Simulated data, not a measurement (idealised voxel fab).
process module | voxel capacitor over wiring
cross-section cut | 225 nm wide | cells 5 nm
A cross-section is a grid of square cells, given in bands from the top down. A band is one or more rows of cells.
Each band's line starts with the height of the band's top and of its bottom, in nm. Then come its materials from left to right, each with its width in nm. One material with "throughout" fills the band from edge to edge. "air" is empty space.
Height 0 is the level under which the wafer as received is all one material. The lowest band goes on downwards, as in "0 down".
A width such as "30 to 40" changes by the same amount from each row of cells to the next, from the band's top row to its bottom row.
"no change" after a step means that no cell of the cross-section changed.
closed voids: empty space of 8 cells or more with no open way to the top, each as width x height at its distance from the left edge, in nm
after a step's settings: what the simulator itself notes on the step
overlay nm, on a step with a mask: how far to the right of its planned place the mask lay; to the left if negative
Each pair below shows a cross-section before one step and the cross-section after it, down to the lowest band that changed. The line under each pair gives the step between them, with its settings. The pairs can come from different runs of this module on the same starting wafer, so a pair continues from the pair above only where its "before" says so.
before
  0 down: Si throughout
  closed voids: none
after
  10 to 0: SiO2 throughout
  below 0: unchanged
  closed voids: none
the step between: op CONFORMAL_DEP | material SiO2 | thk nm 10
before: the cross-section after the pair above
after
  15 to 10: TiN throughout
  below 10: unchanged
  closed voids: none
the step between: op DIRECTIONAL_DEP | material TiN | thk nm 5
before: the cross-section after the pair above
after
  40 to 15: W throughout
  below 15: unchanged
  closed voids: none
the step between: op DIRECTIONAL_DEP | material W | thk nm 25
before: the cross-section after the pair above
after
  55 to 40: aC throughout
  below 40: unchanged
  closed voids: none
the step between: op DIRECTIONAL_DEP | material aC | thk nm 15
before: the cross-section after the pair above
after
  85 to 55: air 55 | resist 20 | air 70 | resist 20 | air 60
  below 55: unchanged
  closed voids: none
the step between: op PATTERN | tone cover | mask id METAL_1 | material resist | width nm 20 | pitch nm 90 | thk nm 30 | overlay nm 0
before: the cross-section after the pair above
after
  70 to 55: air 55 | resist 20 | air 70 | resist 20 | air 60
  55 to 40: air 55 | aC 20 | air 70 | aC 20 | air 60
  below 40: unchanged
  closed voids: none
the step between: op DIRECTIONAL_ETCH | etch materials aC | depth nm 15
before: the cross-section after the pair above
after
  55 to 40: air 55 | aC 20 | air 70 | aC 20 | air 60
  below 40: unchanged
  closed voids: none
the step between: op STRIP | etch materials resist
before: the cross-section after the pair above
after
  55 to 40: air 55 | aC 20 | air 70 | aC 20 | air 60
  40 to 15: air 55 | W 20 | air 70 | W 20 | air 60
  below 15: unchanged
  closed voids: none
the step between: op DIRECTIONAL_ETCH | etch materials W | depth nm 25
before: the cross-section after the pair above
after
  55 to 40: air 55 | aC 20 | air 70 | aC 20 | air 60
  40 to 15: air 55 | W 20 | air 70 | W 20 | air 60
  15 to 10: air 55 | TiN 20 | air 70 | TiN 20 | air 60
  below 10: unchanged
  closed voids: none
the step between: op DIRECTIONAL_ETCH | etch materials TiN | depth nm 5
before: the cross-section after the pair above
after
  40 to 15: air 55 | W 20 | air 70 | W 20 | air 60
  below 15: unchanged
  closed voids: none
the step between: op STRIP | etch materials aC
before: the cross-section after the pair above
after
  45 to 40: lowk throughout
  40 to 15: lowk 55 | W 20 | lowk 70 | W 20 | lowk 60
  15 to 10: lowk 55 | TiN 20 | lowk 70 | TiN 20 | lowk 60
  below 10: unchanged
  closed voids: none
the step between: op FILL_DEP | material lowk | thk nm 5
before: the cross-section after the pair above
after
  40 to 15: lowk 55 | W 20 | lowk 70 | W 20 | lowk 60
  below 15: unchanged
  closed voids: none
the step between: op CMP | height nm 40
before: the cross-section after the pair above
after
  45 to 40: SiCN throughout
  below 40: unchanged
  closed voids: none
the step between: op CONFORMAL_DEP | material SiCN | thk nm 5
before: the cross-section after the pair above
after
  60 to 45: SiO2 throughout
  below 45: unchanged
  closed voids: none
the step between: op DIRECTIONAL_DEP | material SiO2 | thk nm 15
before: the cross-section after the pair above
after
  75 to 60: aC throughout
  below 60: unchanged
  closed voids: none
the step between: op DIRECTIONAL_DEP | material aC | thk nm 15
before: the cross-section after the pair above
after
  110 to 75: resist 60 | air 15 | resist 150
  below 75: unchanged
  closed voids: none
the step between: op PATTERN | tone open | mask id PLUG_1 | material resist | width nm 15 | thk nm 35 | overlay nm 0
before: the cross-section after the pair above
after
  95 to 75: resist 60 | air 15 | resist 150
  75 to 60: aC 60 | air 15 | aC 150
  below 60: unchanged
  closed voids: none
the step between: op DIRECTIONAL_ETCH | etch materials aC | depth nm 15
before: the cross-section after the pair above
after
  75 to 60: aC 60 | air 15 | aC 150
  below 60: unchanged
  closed voids: none
the step between: op STRIP | etch materials resist
before: the cross-section after the pair above
after
  75 to 60: aC 60 | air 15 | aC 150
  60 to 45: SiO2 60 | air 15 | SiO2 150
  below 45: unchanged
  closed voids: none
the step between: op DIRECTIONAL_ETCH | etch materials SiO2 | depth nm 15
before: the cross-section after the pair above
after
  75 to 60: aC 60 | air 15 | aC 150
  60 to 45: SiO2 60 | air 15 | SiO2 150
  45 to 40: SiCN 60 | air 15 | SiCN 150
  below 40: unchanged
  closed voids: none
the step between: op DIRECTIONAL_ETCH | etch materials SiCN | depth nm 5
before: the cross-section after the pair above
after
  60 to 45: SiO2 60 | air 15 | SiO2 150
  below 45: unchanged
  closed voids: none
the step between: op STRIP | etch materials aC
before: the cross-section after the pair above
after
  60 to 50: SiO2 60 | air 15 | SiO2 150
  50 to 45: SiO2 60 | Ru 15 | SiO2 150
  45 to 40: SiCN 60 | Ru 15 | SiCN 150
  below 40: unchanged
  closed voids: none
the step between: op EPI | material Ru | thk nm 10
before: the cross-section after the pair above
after
  60 to 45: SiO2 60 | Ru 15 | SiO2 150
  below 45: unchanged
  closed voids: none
the step between: op EPI | material Ru | thk nm 10
before: the cross-section after the pair above
after
  70 to 60: TiN throughout
  below 60: unchanged
  closed voids: none
the step between: op DIRECTIONAL_DEP | material TiN | thk nm 10
before: the cross-section after the pair above
after
  75 to 70: Al2O3 throughout
  below 70: unchanged
  closed voids: none
the step between: op DIRECTIONAL_DEP | material Al2O3 | thk nm 5
before: the cross-section after the pair above
after
  80 to 75: TiN throughout
  below 75: unchanged
  closed voids: none
the step between: op DIRECTIONAL_DEP | material TiN | thk nm 5
before: the cross-section after the pair above
after
  95 to 80: aC throughout
  below 80: unchanged
  closed voids: none
the step between: op DIRECTIONAL_DEP | material aC | thk nm 15
before: the cross-section after the pair above
after
  130 to 95: air 60 | resist 75 | air 90
  below 95: unchanged
  closed voids: none
the step between: op PATTERN | tone cover | mask id UPPER_PLATE | material resist | width nm 75 | thk nm 35 | overlay nm 0
before: the cross-section after the pair above
after
  115 to 95: air 60 | resist 75 | air 90
  95 to 80: air 60 | aC 75 | air 90
  below 80: unchanged
  closed voids: none
the step between: op DIRECTIONAL_ETCH | etch materials aC | depth nm 15
before: the cross-section after the pair above
after
  95 to 80: air 60 | aC 75 | air 90
  below 80: unchanged
  closed voids: none
the step between: op STRIP | etch materials resist
before: the cross-section after the pair above
after
  95 to 80: air 60 | aC 75 | air 90
  80 to 75: air 60 | TiN 75 | air 90
  below 75: unchanged
  closed voids: none
the step between: op DIRECTIONAL_ETCH | etch materials TiN | depth nm 5
before: the cross-section after the pair above
after
  95 to 80: air 60 | aC 75 | air 90
  80 to 75: air 60 | TiN 75 | air 90
  75 to 70: air 60 | Al2O3 75 | air 90
  below 70: unchanged
  closed voids: none
the step between: op DIRECTIONAL_ETCH | etch materials Al2O3 | depth nm 5
before: the cross-section after the pair above
after
  80 to 75: air 60 | TiN 75 | air 90
  below 75: unchanged
  closed voids: none
the step between: op STRIP | etch materials aC
before: the cross-section after the pair above
after
  95 to 80: air 55 | resist 85 | air 85
  80 to 75: air 55 | resist 5 | TiN 75 | resist 5 | air 85
  75 to 70: air 55 | resist 5 | Al2O3 75 | resist 5 | air 85
  below 70: unchanged
  closed voids: none
the step between: op PATTERN | tone cover | mask id LOWER_PLATE | material resist | width nm 85 | thk nm 15 | overlay nm 0
before: the cross-section after the pair above
after
  95 to 80: air 55 | resist 85 | air 85
  80 to 75: air 55 | resist 5 | TiN 75 | resist 5 | air 85
  75 to 70: air 55 | resist 5 | Al2O3 75 | resist 5 | air 85
  70 to 60: air 55 | TiN 85 | air 85
  below 60: unchanged
  closed voids: none
the step between: op DIRECTIONAL_ETCH | etch materials TiN | depth nm 10
before: the cross-section after the pair above
after
  80 to 75: air 60 | TiN 75 | air 90
  75 to 70: air 60 | Al2O3 75 | air 90
  below 70: unchanged
  closed voids: none
the step between: op STRIP | etch materials resist
before: the cross-section after the pair above
after
  95 to 80: SiO2 throughout
  80 to 75: SiO2 60 | TiN 75 | SiO2 90
  75 to 70: SiO2 60 | Al2O3 75 | SiO2 90
  70 to 60: SiO2 55 | TiN 85 | SiO2 85
  below 60: unchanged
  closed voids: none
the step between: op FILL_DEP | material SiO2 | thk nm 15
before: the cross-section after the pair above
after
  90 to 80: SiO2 throughout
  below 80: unchanged
  closed voids: none
the step between: op CMP | height nm 90
before: the cross-section after the pair above
after
  90 to 80: SiO2 70 | air 15 | SiO2 140
  below 80: unchanged
  closed voids: none
the step between: op MASKED_ETCH | tone open | mask id PLUG_2 | width nm 15 | etch materials SiO2 | depth nm 10 | overlay nm 0
before: the cross-section after the pair above
after
  95 to 90: TiN 75 | air 5 | TiN 145
  90 to 85: SiO2 70 | TiN 5 | air 5 | TiN 5 | SiO2 140
  85 to 75: SiO2 70 to 60 | TiN 15 to 75 | SiO2 140 to 90
  below 75: unchanged
  closed voids: none
the step between: op CONFORMAL_DEP | material TiN | thk nm 5
before: the cross-section after the pair above
after
  100 to 95: Ru throughout
  95 to 90: TiN 75 | Ru 5 | TiN 145
  90 to 85: SiO2 70 | TiN 5 | Ru 5 | TiN 5 | SiO2 140
  below 85: unchanged
  closed voids: none
the step between: op FILL_DEP | material Ru | thk nm 5
before: the cross-section after the pair above
after
  90 to 85: SiO2 70 | TiN 5 | Ru 5 | TiN 5 | SiO2 140
  below 85: unchanged
  closed voids: none
the step between: op CMP | height nm 90
before: the cross-section after the pair above
after
  95 to 90: SiCN throughout
  below 90: unchanged
  closed voids: none
the step between: op CONFORMAL_DEP | material SiCN | thk nm 5
before
  60 to 50: SiO2 60 | air 15 | SiO2 150
  50 to 45: SiO2 60 | Ru 15 | SiO2 150
  45 to 40: SiCN 60 | Ru 15 | SiCN 150
  40 to 15: lowk 55 | W 20 | lowk 70 | W 20 | lowk 60
  15 to 10: lowk 55 | TiN 20 | lowk 70 | TiN 20 | lowk 60
  10 to 0: SiO2 throughout
  0 down: Si throughout
  closed voids: none
after
  70 to 60: TiN 60 | air 15 | TiN 150
  60 to 50: SiO2 60 | TiN 15 | SiO2 150
  below 50: unchanged
  closed voids: none
the step between: op DIRECTIONAL_DEP | material TiN | thk nm 10
before: the cross-section after the pair above
after
  75 to 70: Al2O3 60 | air 15 | Al2O3 150
  70 to 65: TiN 60 | air 15 | TiN 150
  65 to 60: TiN 60 | Al2O3 15 | TiN 150
  below 60: unchanged
  closed voids: none
the step between: op DIRECTIONAL_DEP | material Al2O3 | thk nm 5
before: the cross-section after the pair above
after
  80 to 75: TiN 60 | air 15 | TiN 150
  75 to 70: Al2O3 60 | air 15 | Al2O3 150
  70 to 65: TiN throughout
  below 65: unchanged
  closed voids: none
the step between: op DIRECTIONAL_DEP | material TiN | thk nm 5
before: the cross-section after the pair above
after
  95 to 85: aC 60 | air 15 | aC 150
  85 to 80: aC throughout
  80 to 75: TiN 60 | aC 15 | TiN 150
  75 to 70: Al2O3 60 | aC 15 | Al2O3 150
  below 70: unchanged
  closed voids: none
the step between: op DIRECTIONAL_DEP | material aC | thk nm 15
before: the cross-section after the pair above
after
  130 to 95: air 60 | resist 75 | air 90
  95 to 85: aC 60 | resist 15 | aC 150
  below 85: unchanged
  closed voids: none
the step between: op PATTERN | tone cover | mask id UPPER_PLATE | material resist | width nm 75 | thk nm 35 | overlay nm 0
before: the cross-section after the pair above
after
  115 to 95: air 60 | resist 75 | air 90
  95 to 85: air 60 | resist 15 | aC 60 | air 90
  85 to 80: air 60 | aC 75 | air 90
  below 80: unchanged
  closed voids: none
the step between: op DIRECTIONAL_ETCH | etch materials aC | depth nm 15
before: the cross-section after the pair above
after
  95 to 85: air 75 | aC 60 | air 90
  below 85: unchanged
  closed voids: none
the step between: op STRIP | etch materials resist
before: the cross-section after the pair above
after
  95 to 85: air 75 | aC 60 | air 90
  85 to 80: air 60 | aC 75 | air 90
  80 to 75: air 60 | aC 15 | TiN 60 | air 90
  below 75: unchanged
  closed voids: none
the step between: op DIRECTIONAL_ETCH | etch materials TiN | depth nm 5
before: the cross-section after the pair above
after
  95 to 85: air 75 | aC 60 | air 90
  85 to 80: air 60 | aC 75 | air 90
  80 to 75: air 60 | aC 15 | TiN 60 | air 90
  75 to 70: air 60 | aC 15 | Al2O3 60 | air 90
  below 70: unchanged
  closed voids: none
the step between: op DIRECTIONAL_ETCH | etch materials Al2O3 | depth nm 5
before: the cross-section after the pair above
after
  80 to 75: air 75 | TiN 60 | air 90
  75 to 70: air 75 | Al2O3 60 | air 90
  below 70: unchanged
  closed voids: none
the step between: op STRIP | etch materials aC
before: the cross-section after the pair above
after
  95 to 80: air 55 | resist 85 | air 85
  80 to 75: air 55 | resist 20 | TiN 60 | resist 5 | air 85
  75 to 70: air 55 | resist 20 | Al2O3 60 | resist 5 | air 85
  below 70: unchanged
  closed voids: none
the step between: op PATTERN | tone cover | mask id LOWER_PLATE | material resist | width nm 85 | thk nm 15 | overlay nm 0
before: the cross-section after the pair above
after
  95 to 80: air 55 | resist 85 | air 85
  80 to 75: air 55 | resist 20 | TiN 60 | resist 5 | air 85
  75 to 70: air 55 | resist 20 | Al2O3 60 | resist 5 | air 85
  70 to 65: air 55 | TiN 85 | air 85
  65 to 60: air 55 | TiN 5 | Al2O3 15 | TiN 65 | air 85
  below 60: unchanged
  closed voids: none
the step between: op DIRECTIONAL_ETCH | etch materials TiN | depth nm 10
before: the cross-section after the pair above
after
  80 to 75: air 75 | TiN 60 | air 90
  75 to 70: air 75 | Al2O3 60 | air 90
  below 70: unchanged
  closed voids: none
the step between: op STRIP | etch materials resist
before: the cross-section after the pair above
after
  95 to 80: SiO2 throughout
  80 to 75: SiO2 75 | TiN 60 | SiO2 90
  75 to 70: SiO2 75 | Al2O3 60 | SiO2 90
  70 to 65: SiO2 55 | TiN 85 | SiO2 85
  65 to 60: SiO2 55 | TiN 5 | Al2O3 15 | TiN 65 | SiO2 85
  below 60: unchanged
  closed voids: none
the step between: op FILL_DEP | material SiO2 | thk nm 15
before: the cross-section after the pair above
after
  90 to 80: SiO2 throughout
  below 80: unchanged
  closed voids: none
the step between: op CMP | height nm 90
before: the cross-section after the pair above
after
  90 to 80: SiO2 70 | air 15 | SiO2 140
  below 80: unchanged
  closed voids: none
the step between: op MASKED_ETCH | tone open | mask id PLUG_2 | width nm 15 | etch materials SiO2 | depth nm 10 | overlay nm 0
before: the cross-section after the pair above
after
  95 to 90: TiN 75 | air 5 | TiN 145
  90 to 85: SiO2 70 | TiN 5 | air 5 | TiN 5 | SiO2 140
  85 to 75: SiO2 70 to 75 | TiN 15 to 60 | SiO2 140 to 90
  below 75: unchanged
  closed voids: none
the step between: op CONFORMAL_DEP | material TiN | thk nm 5
before: the cross-section after the pair above
after
  100 to 95: Ru throughout
  95 to 90: TiN 75 | Ru 5 | TiN 145
  90 to 85: SiO2 70 | TiN 5 | Ru 5 | TiN 5 | SiO2 140
  below 85: unchanged
  closed voids: none
the step between: op FILL_DEP | material Ru | thk nm 5
before: the cross-section after the pair above
after
  90 to 85: SiO2 70 | TiN 5 | Ru 5 | TiN 5 | SiO2 140
  below 85: unchanged
  closed voids: none
the step between: op CMP | height nm 90
before: the cross-section after the pair above
after
  95 to 90: SiCN throughout
  below 90: unchanged
  closed voids: none
the step between: op CONFORMAL_DEP | material SiCN | thk nm 5
before
  60 to 45: SiO2 throughout
  45 to 40: SiCN throughout
  40 to 15: lowk 55 | W 20 | lowk 70 | W 20 | lowk 60
  15 to 10: lowk 55 | TiN 20 | lowk 70 | TiN 20 | lowk 60
  10 to 0: SiO2 throughout
  0 down: Si throughout
  closed voids: none
after
  75 to 45: SiO2 throughout
  below 45: unchanged
  closed voids: none
the step between: op DIRECTIONAL_DEP | material SiO2 | thk nm 15
before: the cross-section after the pair above
after
  90 to 75: aC throughout
  below 75: unchanged
  closed voids: none
the step between: op DIRECTIONAL_DEP | material aC | thk nm 15
before: the cross-section after the pair above
after
  125 to 90: resist 60 | air 15 | resist 150
  below 90: unchanged
  closed voids: none
the step between: op PATTERN | tone open | mask id PLUG_1 | material resist | width nm 15 | thk nm 35 | overlay nm 0
before: the cross-section after the pair above
after
  110 to 90: resist 60 | air 15 | resist 150
  90 to 75: aC 60 | air 15 | aC 150
  below 75: unchanged
  closed voids: none
the step between: op DIRECTIONAL_ETCH | etch materials aC | depth nm 15
before: the cross-section after the pair above
after
  90 to 75: aC 60 | air 15 | aC 150
  below 75: unchanged
  closed voids: none
the step between: op STRIP | etch materials resist
before: the cross-section after the pair above
after
  90 to 75: aC 60 | air 15 | aC 150
  75 to 60: SiO2 60 | air 15 | SiO2 150
  below 60: unchanged
  closed voids: none
the step between: op DIRECTIONAL_ETCH | etch materials SiO2 | depth nm 15
before: the cross-section after the pair above
after
  75 to 60: SiO2 60 | air 15 | SiO2 150
  below 60: unchanged
  closed voids: none
the step between: op STRIP | etch materials aC
before: the cross-section after the pair above
after
  85 to 75: TiN 60 | air 15 | TiN 150
  75 to 70: SiO2 60 | air 15 | SiO2 150
  70 to 60: SiO2 60 | TiN 15 | SiO2 150
  below 60: unchanged
  closed voids: none
the step between: op DIRECTIONAL_DEP | material TiN | thk nm 10
before: the cross-section after the pair above
after
  90 to 85: Al2O3 60 | air 15 | Al2O3 150
  85 to 75: TiN 60 | air 15 | TiN 150
  75 to 70: SiO2 60 | Al2O3 15 | SiO2 150
  below 70: unchanged
  closed voids: none
the step between: op DIRECTIONAL_DEP | material Al2O3 | thk nm 5
before: the cross-section after the pair above
after
  95 to 90: TiN 60 | air 15 | TiN 150
  90 to 85: Al2O3 60 | air 15 | Al2O3 150
  85 to 80: TiN 60 | air 15 | TiN 150
  80 to 75: TiN throughout
  below 75: unchanged
  closed voids: none
the step between: op DIRECTIONAL_DEP | material TiN | thk nm 5
before: the cross-section after the pair above
after
  110 to 95: aC 60 | air 15 | aC 150
  95 to 90: TiN 60 | aC 15 | TiN 150
  90 to 85: Al2O3 60 | aC 15 | Al2O3 150
  85 to 80: TiN 60 | aC 15 | TiN 150
  below 80: unchanged
  closed voids: none
the step between: op DIRECTIONAL_DEP | material aC | thk nm 15
before: the cross-section after the pair above
after
  145 to 110: air 60 | resist 75 | air 90
  110 to 95: aC 60 | resist 15 | aC 150
  below 95: unchanged
  closed voids: none
the step between: op PATTERN | tone cover | mask id UPPER_PLATE | material resist | width nm 75 | thk nm 35 | overlay nm 0
before: the cross-section after the pair above
after
  130 to 110: air 60 | resist 75 | air 90
  110 to 95: air 60 | resist 15 | aC 60 | air 90
  below 95: unchanged
  closed voids: none
the step between: op DIRECTIONAL_ETCH | etch materials aC | depth nm 15
before: the cross-section after the pair above
after
  110 to 95: air 75 | aC 60 | air 90
  below 95: unchanged
  closed voids: none
the step between: op STRIP | etch materials resist
before: the cross-section after the pair above
after
  110 to 95: air 75 | aC 60 | air 90
  95 to 90: air 60 | aC 15 | TiN 60 | air 90
  below 90: unchanged
  closed voids: none
the step between: op DIRECTIONAL_ETCH | etch materials TiN | depth nm 5
before: the cross-section after the pair above
after
  110 to 95: air 75 | aC 60 | air 90
  95 to 90: air 60 | aC 15 | TiN 60 | air 90
  90 to 85: air 60 | aC 15 | Al2O3 60 | air 90
  below 85: unchanged
  closed voids: none
the step between: op DIRECTIONAL_ETCH | etch materials Al2O3 | depth nm 5
before: the cross-section after the pair above
after
  95 to 90: air 75 | TiN 60 | air 90
  90 to 85: air 75 | Al2O3 60 | air 90
  85 to 80: TiN 60 | air 15 | TiN 150
  below 80: unchanged
  closed voids: none
the step between: op STRIP | etch materials aC
before: the cross-section after the pair above
after
  110 to 95: air 55 | resist 85 | air 85
  95 to 90: air 55 | resist 20 | TiN 60 | resist 5 | air 85
  90 to 85: air 55 | resist 20 | Al2O3 60 | resist 5 | air 85
  85 to 80: TiN 60 | resist 15 | TiN 150
  below 80: unchanged
  closed voids: none
the step between: op PATTERN | tone cover | mask id LOWER_PLATE | material resist | width nm 85 | thk nm 15 | overlay nm 0
before: the cross-section after the pair above
after
  110 to 95: air 55 | resist 85 | air 85
  95 to 90: air 55 | resist 20 | TiN 60 | resist 5 | air 85
  90 to 85: air 55 | resist 20 | Al2O3 60 | resist 5 | air 85
  85 to 80: air 55 | TiN 5 | resist 15 | TiN 65 | air 85
  80 to 75: air 55 | TiN 85 | air 85
  below 75: unchanged
  closed voids: none
the step between: op DIRECTIONAL_ETCH | etch materials TiN | depth nm 10
before: the cross-section after the pair above
after
  95 to 90: air 75 | TiN 60 | air 90
  90 to 85: air 75 | Al2O3 60 | air 90
  85 to 80: air 55 | TiN 5 | air 15 | TiN 65 | air 85
  below 80: unchanged
  closed voids: none
the step between: op STRIP | etch materials resist
before: the cross-section after the pair above
after
  110 to 95: SiO2 throughout
  95 to 90: SiO2 75 | TiN 60 | SiO2 90
  90 to 85: SiO2 75 | Al2O3 60 | SiO2 90
  85 to 80: SiO2 55 | TiN 5 | SiO2 15 | TiN 65 | SiO2 85
  80 to 75: SiO2 55 | TiN 85 | SiO2 85
  below 75: unchanged
  closed voids: none
the step between: op FILL_DEP | material SiO2 | thk nm 15
before: the cross-section after the pair above
after
  90 to 85: SiO2 75 | Al2O3 60 | SiO2 90
  below 85: unchanged
  closed voids: none
the step between: op CMP | height nm 90
before: the cross-section after the pair above
after
  90 to 85: SiO2 70 | air 5 | Al2O3 60 | SiO2 90
  85 to 80: SiO2 55 | TiN 5 | SiO2 10 | air 5 | TiN 65 | SiO2 85
  below 80: unchanged
  closed voids: none
the step between: op MASKED_ETCH | tone open | mask id PLUG_2 | width nm 15 | etch materials SiO2 | depth nm 10 | overlay nm 0
before: the cross-section after the pair above
after
  95 to 90: TiN throughout
  90 to 85: SiO2 70 | TiN 5 | Al2O3 60 | SiO2 90
  85 to 80: SiO2 55 | TiN 5 | SiO2 10 | TiN 70 | SiO2 85
  below 80: unchanged
  closed voids: none
the step between: op CONFORMAL_DEP | material TiN | thk nm 5
before: the cross-section after the pair above
after
  100 to 95: Ru throughout
  below 95: unchanged
  closed voids: none
the step between: op FILL_DEP | material Ru | thk nm 5
before: the cross-section after the pair above
after
  90 to 85: SiO2 70 | TiN 5 | Al2O3 60 | SiO2 90
  below 85: unchanged
  closed voids: none
the step between: op CMP | height nm 90
before: the cross-section after the pair above
after
  95 to 90: SiCN throughout
  below 90: unchanged
  closed voids: none
the step between: op CONFORMAL_DEP | material SiCN | thk nm 5
before
  70 to 60: TiN 60 | air 15 | TiN 150
  60 to 50: SiO2 60 | TiN 15 | SiO2 150
  50 to 45: SiO2 60 | Ru 15 | SiO2 150
  45 to 40: SiCN 60 | Ru 15 | SiCN 150
  40 to 15: lowk 55 | W 20 | lowk 70 | W 20 | lowk 60
  15 to 10: lowk 55 | TiN 20 | lowk 70 | TiN 20 | lowk 60
  10 to 0: SiO2 throughout
  0 down: Si throughout
  closed voids: none
after
  80 to 70: Ru throughout
  70 to 60: TiN 60 | Ru 15 | TiN 150
  below 60: unchanged
  closed voids: none
the step between: op EPI | material Ru | thk nm 10
before: the cross-section after the pair above
after
  85 to 80: Al2O3 throughout
  below 80: unchanged
  closed voids: none
the step between: op DIRECTIONAL_DEP | material Al2O3 | thk nm 5
before: the cross-section after the pair above
after
  90 to 85: TiN throughout
  below 85: unchanged
  closed voids: none
the step between: op DIRECTIONAL_DEP | material TiN | thk nm 5
before: the cross-section after the pair above
after
  105 to 90: aC throughout
  below 90: unchanged
  closed voids: none
the step between: op DIRECTIONAL_DEP | material aC | thk nm 15
before: the cross-section after the pair above
after
  140 to 105: air 60 | resist 75 | air 90
  below 105: unchanged
  closed voids: none
the step between: op PATTERN | tone cover | mask id UPPER_PLATE | material resist | width nm 75 | thk nm 35 | overlay nm 0
before: the cross-section after the pair above
after
  125 to 105: air 60 | resist 75 | air 90
  105 to 90: air 60 | aC 75 | air 90
  below 90: unchanged
  closed voids: none
the step between: op DIRECTIONAL_ETCH | etch materials aC | depth nm 15
before: the cross-section after the pair above
after
  105 to 90: air 60 | aC 75 | air 90
  below 90: unchanged
  closed voids: none
the step between: op STRIP | etch materials resist
before: the cross-section after the pair above
after
  105 to 90: air 60 | aC 75 | air 90
  90 to 85: air 60 | TiN 75 | air 90
  below 85: unchanged
  closed voids: none
the step between: op DIRECTIONAL_ETCH | etch materials TiN | depth nm 5
before: the cross-section after the pair above
after
  105 to 90: air 60 | aC 75 | air 90
  90 to 85: air 60 | TiN 75 | air 90
  85 to 80: air 60 | Al2O3 75 | air 90
  below 80: unchanged
  closed voids: none
the step between: op DIRECTIONAL_ETCH | etch materials Al2O3 | depth nm 5
before: the cross-section after the pair above
after
  90 to 85: air 60 | TiN 75 | air 90
  below 85: unchanged
  closed voids: none
the step between: op STRIP | etch materials aC
before: the cross-section after the pair above
after
  105 to 90: air 55 | resist 85 | air 85
  90 to 85: air 55 | resist 5 | TiN 75 | resist 5 | air 85
  85 to 80: air 55 | resist 5 | Al2O3 75 | resist 5 | air 85
  below 80: unchanged
  closed voids: none
the step between: op PATTERN | tone cover | mask id LOWER_PLATE | material resist | width nm 85 | thk nm 15 | overlay nm 0
before: the cross-section after the pair above
after
  90 to 85: air 60 | TiN 75 | air 90
  85 to 80: air 60 | Al2O3 75 | air 90
  below 80: unchanged
  closed voids: none
the step between: op STRIP | etch materials resist
before: the cross-section after the pair above
after
  105 to 90: SiO2 throughout
  90 to 85: SiO2 60 | TiN 75 | SiO2 90
  85 to 80: SiO2 60 | Al2O3 75 | SiO2 90
  below 80: unchanged
  closed voids: none
the step between: op FILL_DEP | material SiO2 | thk nm 15
before: the cross-section after the pair above
after
  90 to 85: SiO2 60 | TiN 75 | SiO2 90
  below 85: unchanged
  closed voids: none
the step between: op CMP | height nm 90
before: the cross-section after the pair above
after
  95 to 90: TiN throughout
  below 90: unchanged
  closed voids: none
the step between: op CONFORMAL_DEP | material TiN | thk nm 5
before: the cross-section after the pair above
after
  100 to 95: Ru throughout
  below 95: unchanged
  closed voids: none
the step between: op FILL_DEP | material Ru | thk nm 5
before: the cross-section after the pair above
after
  90 to 85: SiO2 60 | TiN 75 | SiO2 90
  below 85: unchanged
  closed voids: none
the step between: op CMP | height nm 90
before: the cross-section after the pair above
after
  95 to 90: SiCN throughout
  below 90: unchanged
  closed voids: none
the step between: op CONFORMAL_DEP | material SiCN | thk nm 5
before
  100 to 95: Ru throughout
  95 to 90: TiN 75 | Ru 5 | TiN 145
  90 to 85: SiO2 70 | TiN 5 | Ru 5 | TiN 5 | SiO2 140
  85 to 75: SiO2 70 to 60 | TiN 15 to 75 | SiO2 140 to 90
  75 to 70: SiO2 60 | Al2O3 75 | SiO2 90
  70 to 60: SiO2 55 | TiN 85 | SiO2 85
  60 to 45: SiO2 60 | Ru 15 | SiO2 150
  45 to 40: SiCN 60 | Ru 15 | SiCN 150
  40 to 15: lowk 55 | W 20 | lowk 70 | W 20 | lowk 60
  15 to 10: lowk 55 | TiN 20 | lowk 70 | TiN 20 | lowk 60
  10 to 0: SiO2 throughout
  0 down: Si throughout
  closed voids: none
after
  80 to 75: SiO2 60 | TiN 75 | SiO2 90
  below 75: unchanged
  closed voids: none
the step between: op CMP | height nm 80
before: the cross-section after the pair above
after
  85 to 80: SiCN throughout
  below 80: unchanged
  closed voids: none
the step between: op CONFORMAL_DEP | material SiCN | thk nm 5
before
  55 to 40: aC throughout
  40 to 15: W throughout
  15 to 10: TiN throughout
  10 to 0: SiO2 throughout
  0 down: Si throughout
  closed voids: none
after
  85 to 55: air 55 | resist 25 | air 65 | resist 25 | air 55
  below 55: unchanged
  closed voids: none
the step between: op PATTERN | tone cover | mask id METAL_1 | material resist | width nm 25 | pitch nm 90 | thk nm 30 | overlay nm 0
before: the cross-section after the pair above
after
  70 to 55: air 55 | resist 25 | air 65 | resist 25 | air 55
  55 to 40: air 55 | aC 25 | air 65 | aC 25 | air 55
  below 40: unchanged
  closed voids: none
the step between: op DIRECTIONAL_ETCH | etch materials aC | depth nm 15
before: the cross-section after the pair above
after
  55 to 40: air 55 | aC 25 | air 65 | aC 25 | air 55
  below 40: unchanged
  closed voids: none
the step between: op STRIP | etch materials resist
before: the cross-section after the pair above
after
  55 to 40: air 55 | aC 25 | air 65 | aC 25 | air 55
  40 to 15: air 55 | W 25 | air 65 | W 25 | air 55
  below 15: unchanged
  closed voids: none
the step between: op DIRECTIONAL_ETCH | etch materials W | depth nm 25
before: the cross-section after the pair above
after
  55 to 40: air 55 | aC 25 | air 65 | aC 25 | air 55
  40 to 15: air 55 | W 25 | air 65 | W 25 | air 55
  15 to 10: air 55 | TiN 25 | air 65 | TiN 25 | air 55
  below 10: unchanged
  closed voids: none
the step between: op DIRECTIONAL_ETCH | etch materials TiN | depth nm 5
before: the cross-section after the pair above
after
  40 to 15: air 55 | W 25 | air 65 | W 25 | air 55
  below 15: unchanged
  closed voids: none
the step between: op STRIP | etch materials aC
before: the cross-section after the pair above
after
  45 to 40: lowk throughout
  40 to 15: lowk 55 | W 25 | lowk 65 | W 25 | lowk 55
  15 to 10: lowk 55 | TiN 25 | lowk 65 | TiN 25 | lowk 55
  below 10: unchanged
  closed voids: none
the step between: op FILL_DEP | material lowk | thk nm 5
before: the cross-section after the pair above
after
  40 to 15: lowk 55 | W 25 | lowk 65 | W 25 | lowk 55
  below 15: unchanged
  closed voids: none
the step between: op CMP | height nm 40
before: the cross-section after the pair above
after
  45 to 40: SiCN throughout
  below 40: unchanged
  closed voids: none
the step between: op CONFORMAL_DEP | material SiCN | thk nm 5
before: the cross-section after the pair above
after
  60 to 45: SiO2 throughout
  below 45: unchanged
  closed voids: none
the step between: op DIRECTIONAL_DEP | material SiO2 | thk nm 15
before: the cross-section after the pair above
after
  75 to 60: aC throughout
  below 60: unchanged
  closed voids: none
the step between: op DIRECTIONAL_DEP | material aC | thk nm 15
